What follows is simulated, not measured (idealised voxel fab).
Proc. module: voxel tone inversion
The cross-section on display is named cut; it measures 275 nm wide, and its cells are 5 nm squares.
A cross-section is written here as square cells arranged in a grid, and it is given in bands from the top down, each band taking up one or more rows of cells.
Look at the band entry: it leads with the top's height and the bottom's height in nm. Then it lists the materials left to right, with a width in nm for each. The word "full width" on a single material says that material fills the band edge to edge. The word "blank" is empty space.
Heights from 0 (as-received wafer is one material below). Bottom band endless downward, as "0 nm and below".
Width spec "30 to 40" -> top row of cells at first value, bottom row at second value, equal per-row change in between.
You'll sometimes find "nothing altered" written for a step, and that's the way of saying that nowhere in the cross-section did a cell change during that step.
If an empty space has no open way to the top and is at least 8 cells in size, "Closed cavity list" lists it, written width x height at distance, where distance is measured from the left edge and every value is in nm.
Post-settings text on a step line: simulator's own remark regarding the step.
Among the settings permitted on a step's line is "overlay nm"; applied to a step with a mask, it specifies the extent to which the mask lay to the right of its planned position, whereas a negative figure signifies a position to the left.

This section lists the process steps that were planned:
step 1: RECEIVE: material Si
step 2: CONFORMAL_DEP: material SiCN, thk nm 5
step 3: DIRECTIONAL_DEP: material aC, thk nm 25
step 4: PATTERN: tone cover, mask id POSTS, material resist, width nm 15, pitch nm 35, thk nm 35, overlay nm 0
step 5: DIRECTIONAL_ETCH: etch materials aC, depth nm 25
step 6: STRIP: etch materials resist
step 7: FILL_DEP: material lowk, thk nm 10
step 8: CMP: height nm 30
step 9: STRIP: etch materials aC

Wafer at receipt (post step 1), cross-section:
    0 nm and below: Si full width
    Closed cavity list: none

Wafer at module end, in section. Began as above, planned as above, run with one mistake:
    30 nm to 5 nm: blank=75  lowk=15  blank=20  lowk=15  blank=20  lowk=15  blank=20  lowk=15  blank=80
    5 nm to 0 nm: SiCN full width
    0 nm and below: Si full width
    Closed cavity list: none
Processing error: for step 4, the planned setting was not used; the step was instead run as PATTERN: tone open, mask id POSTS, material resist, width nm 15, pitch nm 35, thk nm 35, overlay nm 0
